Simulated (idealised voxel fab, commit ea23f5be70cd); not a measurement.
Proc. module: voxel trench capacitor
Pictured: cross-section cut, 275 nm wide, on a grid of 5 nm square cells.
A cross-section in this document is a grid of square cells, and it is written down as bands, the top band listed before the ones below it; a band is made up of one or more rows of cells.
First you get the band's top height and its bottom height, in nm, and then the materials it's made of, left to right, with each width in nm. If you see a single material with "edge to edge", that one covers the band edge to edge. "empty" is empty space.
Heights from 0 (as-received wafer is one material below). Bottom band endless downward, as "0 -> down".
A width such as "30->40" changes by the same amount from each row of cells to the next, from the band's top row to its bottom row.
"everything unchanged" for a step: no cell of the cross-section changed in that step.
Listed in "Closed void roster": every empty space of 8 or more cells without an open way to the top. Form: width x height at distance, the distance being from the left edge, all in nm.
Anything after a step's settings on that line? It's the simulator's own note about the step.
The "overlay nm" setting may appear on a step's line; for a step that uses a mask, it gives how far to the right of its planned position the mask lay, and a negative value indicates the left.

Intended process steps
- 1: op RECEIVE | material Si
- 2: op CONFORMAL_DEP | material SiN | thk nm 5
- 3: op MASKED_ETCH | tone open | mask id TRENCH | width nm 20 | pitch nm 35 | etch materials SiN | depth nm 5 | overlay nm 0
- 4: op MASKED_ETCH | tone open | mask id TRENCH | width nm 20 | pitch nm 35 | etch materials Si | depth nm 40 | overlay nm 0
- 5: op CONFORMAL_DEP | material Al2O3 | thk nm 5
- 6: op FILL_DEP | material polySi | thk nm 5
- 7: op CMP | height nm 5

As received (post step 1): cross-section
0 -> down  Si edge to edge
Closed void roster: none

Here's the wafer cut in cross-section after the module, started and planned just like above, except one thing was done wrong in the run
5 -> 0  SiN 75 | Al2O3 5 | polySi 10 | Al2O3 5 | SiN 15 | Al2O3 5 | polySi 10 | Al2O3 5 | SiN 15 | Al2O3 5 | polySi 10 | Al2O3 5 | SiN 15 | Al2O3 5 | polySi 10 | Al2O3 5 | SiN 75
0 -> -75  Si 75 | Al2O3 5 | polySi 10 | Al2O3 5 | Si 15 | Al2O3 5 | polySi 10 | Al2O3 5 | Si 15 | Al2O3 5 | polySi 10 | Al2O3 5 | Si 15 | Al2O3 5 | polySi 10 | Al2O3 5 | Si 75
-75 -> -80  Si 75 | Al2O3 20 | Si 15 | Al2O3 20 | Si 15 | Al2O3 20 | Si 15 | Al2O3 20 | Si 75
-80 -> down  Si edge to edge
Closed void roster: none
What was done differently from what was planned? step 4 of the plan was carried out twice
